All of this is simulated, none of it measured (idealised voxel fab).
process module | voxel transistor to metal
cross-section cut | 225 nm wide | cells 5 nm
A cross-section is a grid of square cells, given in bands from the top down. A band is one or more rows of cells.
Each band's line starts with the height of the band's top and of its bottom, in nm. Then come its materials from left to right, each with its width in nm. One material with "throughout" fills the band from edge to edge. "air" is empty space.
Height 0 is the level under which the wafer as received is all one material. The lowest band goes on downwards, as in "0 down".
A width such as "30 to 40" changes by the same amount from each row of cells to the next, from the band's top row to its bottom row.
"no change" after a step means that no cell of the cross-section changed.
closed voids: empty space of 8 cells or more with no open way to the top, each as width x height at its distance from the left edge, in nm
after a step's settings: what the simulator itself notes on the step
overlay nm, on a step with a mask: how far to the right of its planned place the mask lay; to the left if negative
plan
1 op RECEIVE | material Si
2 op CONFORMAL_DEP | material SiO2 | thk nm 5
3 op CONFORMAL_DEP | material SiN | thk nm 15
4 op MASKED_ETCH | tone cover | mask id ACTIVE | width nm 85 | pitch nm 110 | etch materials SiN | depth nm 15 | overlay nm 0
5 op MASKED_ETCH | tone cover | mask id ACTIVE | width nm 85 | pitch nm 110 | etch materials SiO2 | depth nm 5 | overlay nm 0
6 op MASKED_ETCH | tone cover | mask id ACTIVE | width nm 85 | pitch nm 110 | etch materials Si | depth nm 30 | overlay nm 0
7 op OXIDIZE | depth nm 5
8 op FILL_DEP | material SiO2 | thk nm 10
9 op CMP | height nm 20
10 op SELECTIVE_ETCH | etch materials SiO2 | depth nm 10
11 op STRIP | etch materials SiN
12 op SELECTIVE_ETCH | etch materials SiO2 | depth nm 5
13 op OXIDIZE | depth nm 5
14 op DIRECTIONAL_DEP | material polySi | thk nm 25
15 op DIRECTIONAL_DEP | material SiCN | thk nm 15
16 op DIRECTIONAL_DEP | material aC | thk nm 10
17 op PATTERN | tone cover | mask id GATE | material resist | width nm 15 | pitch nm 110 | thk nm 30 | overlay nm 0
18 op DIRECTIONAL_ETCH | etch materials aC | depth nm 10
19 op STRIP | etch materials resist
20 op DIRECTIONAL_ETCH | etch materials SiCN | depth nm 25
21 op DIRECTIONAL_ETCH | etch materials polySi | depth nm 35
22 op STRIP | etch materials aC
23 op CONFORMAL_DEP | material SiN | thk nm 5
24 op DIRECTIONAL_ETCH | etch materials SiN | depth nm 5
25 op DIRECTIONAL_ETCH | etch materials SiO2 | depth nm 5
26 op DIRECTIONAL_ETCH | etch materials Si | depth nm 15
27 op EPI | material pSi | thk nm 15
28 op FILL_DEP | material SiO2 | thk nm 10
29 op CMP | height nm 40
30 op DIRECTIONAL_DEP | material SiO2 | thk nm 15
31 op MASKED_ETCH | tone open | mask id CONTACT | width nm 15 | etch materials SiO2 | depth nm 60 | overlay nm 0
32 op CONFORMAL_DEP | material TiN | thk nm 5
33 op FILL_DEP | material W | thk nm 5
34 op CMP | height nm 55
35 op CONFORMAL_DEP | material SiCN | thk nm 5
36 op DIRECTIONAL_DEP | material SiO2 | thk nm 15
37 op MASKED_ETCH | tone open | mask id METAL_1 | width nm 15 | etch materials SiO2 | depth nm 15 | overlay nm 0
38 op MASKED_ETCH | tone open | mask id METAL_1 | width nm 15 | etch materials SiCN | depth nm 5 | overlay nm 0
39 op CONFORMAL_DEP | material TiN | thk nm 5
40 op FILL_DEP | material Ru | thk nm 10
41 op CMP | height nm 75
42 op CONFORMAL_DEP | material SiN | thk nm 5
varied across the wafers: width nm of step 17. The plan shows the first wafer's value. All wafers start alike
first wafer as received, after step 1
  0 down: Si throughout
  closed voids: none
first wafer at the end, after step 42
  80 to 75: SiN throughout
  75 to 60: SiO2 20 | TiN 5 | Ru 5 | TiN 5 | SiO2 45 | TiN 5 | Ru 5 | TiN 5 | SiO2 35 | TiN 5 | Ru 5 | TiN 5 | SiO2 45 | TiN 5 | Ru 5 | TiN 5 | SiO2 20
  60 to 55: SiCN 20 | TiN 15 | SiCN 45 | TiN 15 | SiCN 35 | TiN 15 | SiCN 45 | TiN 15 | SiCN 20
  55 to 40: SiO2 20 | TiN 5 | W 5 | TiN 5 | SiO2 45 | TiN 5 | W 5 | TiN 5 | SiO2 35 | TiN 5 | W 5 | TiN 5 | SiO2 45 | TiN 5 | W 5 | TiN 5 | SiO2 20
  40 to 25: SiO2 20 | TiN 5 | W 5 | TiN 5 | SiO2 10 | SiN 5 | SiCN 15 | SiN 5 | SiO2 10 | TiN 5 | W 5 | TiN 5 | SiO2 35 | TiN 5 | W 5 | TiN 5 | SiO2 10 | SiN 5 | SiCN 15 | SiN 5 | SiO2 10 | TiN 5 | W 5 | TiN 5 | SiO2 20
  25 to 15: SiO2 20 | TiN 5 | W 5 | TiN 5 | SiO2 10 | SiN 5 | polySi 15 | SiN 5 | SiO2 10 | TiN 5 | W 5 | TiN 5 | SiO2 35 | TiN 5 | W 5 | TiN 5 | SiO2 10 | SiN 5 | polySi 15 | SiN 5 | SiO2 10 | TiN 5 | W 5 | TiN 5 | SiO2 20
  15 to 10: SiO2 20 | TiN 15 | SiO2 10 | SiN 5 | polySi 15 | SiN 5 | SiO2 10 | TiN 15 | SiO2 35 | TiN 15 | SiO2 10 | SiN 5 | polySi 15 | SiN 5 | SiO2 10 | TiN 15 | SiO2 20
  10 to 5: SiO2 20 | TiN 10 | pSi 15 | SiN 5 | polySi 15 | SiN 5 | pSi 15 | TiN 10 | SiO2 35 | TiN 10 | pSi 15 | SiN 5 | polySi 15 | SiN 5 | pSi 15 | TiN 10 | SiO2 20
  5 to 0: SiO2 10 | SiN 5 | SiO2 5 | TiN 10 | pSi 15 | SiN 5 | polySi 15 | SiN 5 | pSi 15 | TiN 10 | SiO2 5 | SiN 5 | SiO2 15 | SiN 5 | SiO2 5 | TiN 10 | pSi 15 | SiN 5 | polySi 15 | SiN 5 | pSi 15 | TiN 10 | SiO2 5 | SiN 5 | SiO2 10
  0 to -5: SiO2 20 | TiN 10 | pSi 15 | SiO2 25 | pSi 15 | TiN 10 | SiO2 35 | TiN 10 | pSi 15 | SiO2 25 | pSi 15 | TiN 10 | SiO2 20
  -5 to -20: SiO2 20 | pSi 25 | Si 25 | pSi 25 | SiO2 35 | pSi 25 | Si 25 | pSi 25 | SiO2 20
  -20 to -35: SiO2 20 | Si 75 | SiO2 35 | Si 75 | SiO2 20
  -35 down: Si throughout
  closed voids: none
last wafer at the end
  80 to 75: SiN throughout
  75 to 60: SiO2 20 | TiN 5 | Ru 5 | TiN 5 | SiO2 45 | TiN 5 | Ru 5 | TiN 5 | SiO2 35 | TiN 5 | Ru 5 | TiN 5 | SiO2 45 | TiN 5 | Ru 5 | TiN 5 | SiO2 20
  60 to 55: SiCN 20 | TiN 15 | SiCN 45 | TiN 15 | SiCN 35 | TiN 15 | SiCN 45 | TiN 15 | SiCN 20
  55 to 40: SiO2 20 | TiN 5 | W 5 | TiN 5 | SiO2 45 | TiN 5 | W 5 | TiN 5 | SiO2 35 | TiN 5 | W 5 | TiN 5 | SiO2 45 | TiN 5 | W 5 | TiN 5 | SiO2 20
  40 to 25: SiO2 20 | TiN 5 | W 5 | TiN 5 | SiO2 5 | SiN 5 | SiCN 30 | SiN 5 | TiN 5 | W 5 | TiN 5 | SiO2 35 | TiN 5 | W 5 | TiN 5 | SiO2 5 | SiN 5 | SiCN 30 | SiN 5 | TiN 5 | W 5 | TiN 5 | SiO2 20
  25 to 15: SiO2 20 | TiN 5 | W 5 | TiN 5 | SiO2 5 | SiN 5 | polySi 30 | SiN 5 | TiN 5 | W 5 | TiN 5 | SiO2 35 | TiN 5 | W 5 | TiN 5 | SiO2 5 | SiN 5 | polySi 30 | SiN 5 | TiN 5 | W 5 | TiN 5 | SiO2 20
  15 to 10: SiO2 20 | TiN 15 | SiO2 5 | SiN 5 | polySi 30 | SiN 5 | TiN 15 | SiO2 35 | TiN 15 | SiO2 5 | SiN 5 | polySi 30 | SiN 5 | TiN 15 | SiO2 20
  10 to 5: SiO2 20 | TiN 5 | pSi 15 | SiN 5 | polySi 30 | SiN 5 | pSi 15 | SiO2 35 | TiN 5 | pSi 15 | SiN 5 | polySi 30 | SiN 5 | pSi 15 | SiO2 20
  5 to 0: SiO2 10 | SiN 5 | SiO2 5 | TiN 5 | pSi 15 | SiN 5 | polySi 30 | SiN 5 | pSi 15 | SiO2 5 | SiN 5 | SiO2 15 | SiN 5 | SiO2 5 | TiN 5 | pSi 15 | SiN 5 | polySi 30 | SiN 5 | pSi 15 | SiO2 5 | SiN 5 | SiO2 10
  0 to -5: SiO2 20 | TiN 5 | pSi 15 | SiO2 40 | pSi 15 | SiO2 35 | TiN 5 | pSi 15 | SiO2 40 | pSi 15 | SiO2 20
  -5 to -20: SiO2 20 | pSi 20 | Si 40 | pSi 15 | SiO2 35 | pSi 20 | Si 40 | pSi 15 | SiO2 20
  -20 to -35: SiO2 20 | Si 75 | SiO2 35 | Si 75 | SiO2 20
  -35 down: Si throughout
  closed voids: none
each wafer at the end: cells of each material gained (+) or lost (-) since it was received, then its closed voids
width nm 15 | +12 Ru | -195 Si | +51 SiCN | +81 SiN | +477 SiO2 | +136 TiN | +32 W | +96 pSi | +30 polySi | closed voids: none
width nm 20 | +12 Ru | -189 Si | +57 SiCN | +81 SiN | +467 SiO2 | +130 TiN | +32 W | +90 pSi | +40 polySi | closed voids: none
width nm 25 | +12 Ru | -183 Si | +63 SiCN | +81 SiN | +457 SiO2 | +124 TiN | +32 W | +84 pSi | +50 polySi | closed voids: none
width nm 30 | +12 Ru | -177 Si | +69 SiCN | +81 SiN | +447 SiO2 | +118 TiN | +32 W | +78 pSi | +60 polySi | closed voids: none
